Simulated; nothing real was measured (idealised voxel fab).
Herein follows the process module entitled voxel quadruple lines.
In the cross-section labelled cut, the width is 205 nm and each square cell is 5 nm.
Bands, listed from the top down, are how a cross-section gets written in this document; the cross-section itself is a grid of square cells, and a band is one or more rows of them.
Each band's line starts with the height of the band's top and of its bottom, in nm. Then come its materials from left to right, each with its width in nm. One material with "everywhere" fills the band from edge to edge. "empty" is empty space.
Ref level 0: as-received wafer is one material below here. Bottom band extends down with no lower bound ("top 0, no bottom").
Width: "30..40" (first number = top row, second number = bottom row, same change from row to row of cells).
No cell of the cross-section changed in a step that is given as "remained the same".
Entry "Completely enclosed voids" = empty spaces >= 8 cells with no open way to the top; each as width x height at distance, distance from left edge, all nm.
Post-settings text on a step line: simulator's own remark regarding the step.
"overlay nm", when on a step's line for a step with a mask, measures how far to the right of its planned place the mask lay; a negative measure means to the left.
[Listed below are the process steps as planned]
- 1: op RECEIVE | material Si
- 2: op CONFORMAL_DEP | material Al2O3 | thk nm 5
- 3: op DIRECTIONAL_DEP | material W | thk nm 10
- 4: op DIRECTIONAL_DEP | material polySi | thk nm 20
- 5: op DIRECTIONAL_DEP | material aC | thk nm 20
- 6: op PATTERN | tone cover | mask id MANDREL | material resist | width nm 25 | thk nm 30 | overlay nm 0
- 7: op DIRECTIONAL_ETCH | etch materials aC | depth nm 20
- 8: op STRIP | etch materials resist
- 9: op CONFORMAL_DEP | material SiO2 | thk nm 15
- 10: op DIRECTIONAL_ETCH | etch materials SiO2 | depth nm 15
- 11: op STRIP | etch materials aC
- 12: op DIRECTIONAL_ETCH | etch materials polySi | depth nm 20
- 13: op STRIP | etch materials SiO2
- 14: op CONFORMAL_DEP | material SiN | thk nm 5
- 15: op DIRECTIONAL_ETCH | etch materials SiN | depth nm 5
- 16: op STRIP | etch materials polySi
- 17: op DIRECTIONAL_ETCH | etch materials W | depth nm 10
- 18: op STRIP | etch materials SiN
[First wafer of two (run as planned)]
[Cross-section of the wafer at receipt, which is the condition after step 1]
* top 0, no bottom: Si everywhere
* Completely enclosed voids: none
[Once step 2 is through, the wafer looks like this in cross-section]
* top 5, bottom 0: Al2O3 everywhere
* below 0: unchanged
[Once step 3 is through, the wafer looks like this in cross-section]
* top 15, bottom 5: W everywhere
* below 5: unchanged
[Once step 4 is through, the wafer looks like this in cross-section]
* top 35, bottom 15: polySi everywhere
* below 15: unchanged
[Once step 5 is through, the wafer looks like this in cross-section]
* top 55, bottom 35: aC everywhere
* below 35: unchanged
[Once step 6 is through, the wafer looks like this in cross-section]
* top 85, bottom 55: 90 of empty  25 of resist  90 of empty
* below 55: unchanged
[Once step 7 is through, the wafer looks like this in cross-section]
* top 65, bottom 55: 90 of empty  25 of resist  90 of empty
* top 55, bottom 35: 90 of empty  25 of aC  90 of empty
* below 35: unchanged
[Once step 8 is through, the wafer looks like this in cross-section]
* top 55, bottom 35: 90 of empty  25 of aC  90 of empty
* below 35: unchanged
[Once step 9 is through, the wafer looks like this in cross-section]
* top 70, bottom 55: 75 of empty  55 of SiO2  75 of empty
* top 55, bottom 50: 75 of empty  15 of SiO2  25 of aC  15 of SiO2  75 of empty
* top 50, bottom 35: 90 of SiO2  25 of aC  90 of SiO2
* below 35: unchanged
[Once step 10 is through, the wafer looks like this in cross-section]
* top 55, bottom 35: 75 of empty  15 of SiO2  25 of aC  15 of SiO2  75 of empty
* below 35: unchanged
[Once step 11 is through, the wafer looks like this in cross-section]
* top 55, bottom 35: 75 of empty  15 of SiO2  25 of empty  15 of SiO2  75 of empty
* below 35: unchanged
[Once step 12 is through, the wafer looks like this in cross-section]
* top 55, bottom 35: 75 of empty  15 of SiO2  25 of empty  15 of SiO2  75 of empty
* top 35, bottom 15: 75 of empty  15 of polySi  25 of empty  15 of polySi  75 of empty
* below 15: unchanged
[Once step 13 is through, the wafer looks like this in cross-section]
* top 35, bottom 15: 75 of empty  15 of polySi  25 of empty  15 of polySi  75 of empty
* below 15: unchanged
[Once step 14 is through, the wafer looks like this in cross-section]
* top 40, bottom 35: 70 of empty  25 of SiN  15 of empty  25 of SiN  70 of empty
* top 35, bottom 20: 70 of empty  5 of SiN  15 of polySi  5 of SiN  15 of empty  5 of SiN  15 of polySi  5 of SiN  70 of empty
* top 20, bottom 15: 75 of SiN  15 of polySi  25 of SiN  15 of polySi  75 of SiN
* below 15: unchanged
[Once step 15 is through, the wafer looks like this in cross-section]
* top 35, bottom 15: 70 of empty  5 of SiN  15 of polySi  5 of SiN  15 of empty  5 of SiN  15 of polySi  5 of SiN  70 of empty
* below 15: unchanged
[Once step 16 is through, the wafer looks like this in cross-section]
* top 35, bottom 15: 70 of empty  5 of SiN  15 of empty  5 of SiN  15 of empty  5 of SiN  15 of empty  5 of SiN  70 of empty
* below 15: unchanged
[Once step 17 is through, the wafer looks like this in cross-section]
* top 35, bottom 15: 70 of empty  5 of SiN  15 of empty  5 of SiN  15 of empty  5 of SiN  15 of empty  5 of SiN  70 of empty
* top 15, bottom 5: 70 of empty  5 of W  15 of empty  5 of W  15 of empty  5 of W  15 of empty  5 of W  70 of empty
* below 5: unchanged
[Once step 18 is through, the wafer looks like this in cross-section]
* top 15, bottom 5: 70 of empty  5 of W  15 of empty  5 of W  15 of empty  5 of W  15 of empty  5 of W  70 of empty
* below 5: unchanged
[The remaining wafer, second of the two, started like the first and was run to the same plan, except that one mistake was made along the way; the two coincide through step 5, inclusive]
[Look at the second wafer in cross-section at the time step 6 ought to have finished]
* top 85, bottom 55: 90 of resist  25 of empty  90 of resist
* below 55: unchanged
[Look at the second wafer in cross-section at the time step 7 ought to have finished]
* top 65, bottom 55: 90 of resist  25 of empty  90 of resist
* top 55, bottom 35: 90 of aC  25 of empty  90 of aC
* below 35: unchanged
[Look at the second wafer in cross-section at the time step 8 ought to have finished]
* top 55, bottom 35: 90 of aC  25 of empty  90 of aC
* below 35: unchanged
[Look at the second wafer in cross-section at the time step 9 ought to have finished]
* top 70, bottom 55: SiO2 everywhere
* top 55, bottom 35: 90 of aC  25 of SiO2  90 of aC
* below 35: unchanged
[Look at the second wafer in cross-section at the time step 10 ought to have finished]
* top 55, bottom 35: 90 of aC  25 of SiO2  90 of aC
* below 35: unchanged
[Look at the second wafer in cross-section at the time step 11 ought to have finished]
* top 55, bottom 35: 90 of empty  25 of SiO2  90 of empty
* below 35: unchanged
[Look at the second wafer in cross-section at the time step 12 ought to have finished]
* top 55, bottom 35: 90 of empty  25 of SiO2  90 of empty
* top 35, bottom 15: 90 of empty  25 of polySi  90 of empty
* below 15: unchanged
[Look at the second wafer in cross-section at the time step 13 ought to have finished]
* top 35, bottom 15: 90 of empty  25 of polySi  90 of empty
* below 15: unchanged
[Look at the second wafer in cross-section at the time step 14 ought to have finished]
* top 40, bottom 35: 85 of empty  35 of SiN  85 of empty
* top 35, bottom 20: 85 of empty  5 of SiN  25 of polySi  5 of SiN  85 of empty
* top 20, bottom 15: 90 of SiN  25 of polySi  90 of SiN
* below 15: unchanged
[Look at the second wafer in cross-section at the time step 15 ought to have finished]
* top 35, bottom 15: 85 of empty  5 of SiN  25 of polySi  5 of SiN  85 of empty
* below 15: unchanged
[Look at the second wafer in cross-section at the time step 16 ought to have finished]
* top 35, bottom 15: 85 of empty  5 of SiN  25 of empty  5 of SiN  85 of empty
* below 15: unchanged
[Look at the second wafer in cross-section at the time step 17 ought to have finished]
* top 35, bottom 15: 85 of empty  5 of SiN  25 of empty  5 of SiN  85 of empty
* top 15, bottom 5: 85 of empty  5 of W  25 of empty  5 of W  85 of empty
* below 5: unchanged
[Look at the second wafer in cross-section at the time step 18 ought to have finished]
* top 15, bottom 5: 85 of empty  5 of W  25 of empty  5 of W  85 of empty
* below 5: unchanged
what went wrong: not per plan at step 6, really ran op PATTERN | tone open | mask id MANDREL | material resist | width nm 25 | thk nm 30 | overlay nm 0
The closing comparison, in cells, has the second wafer with more or fewer of some materials than the first: W -4
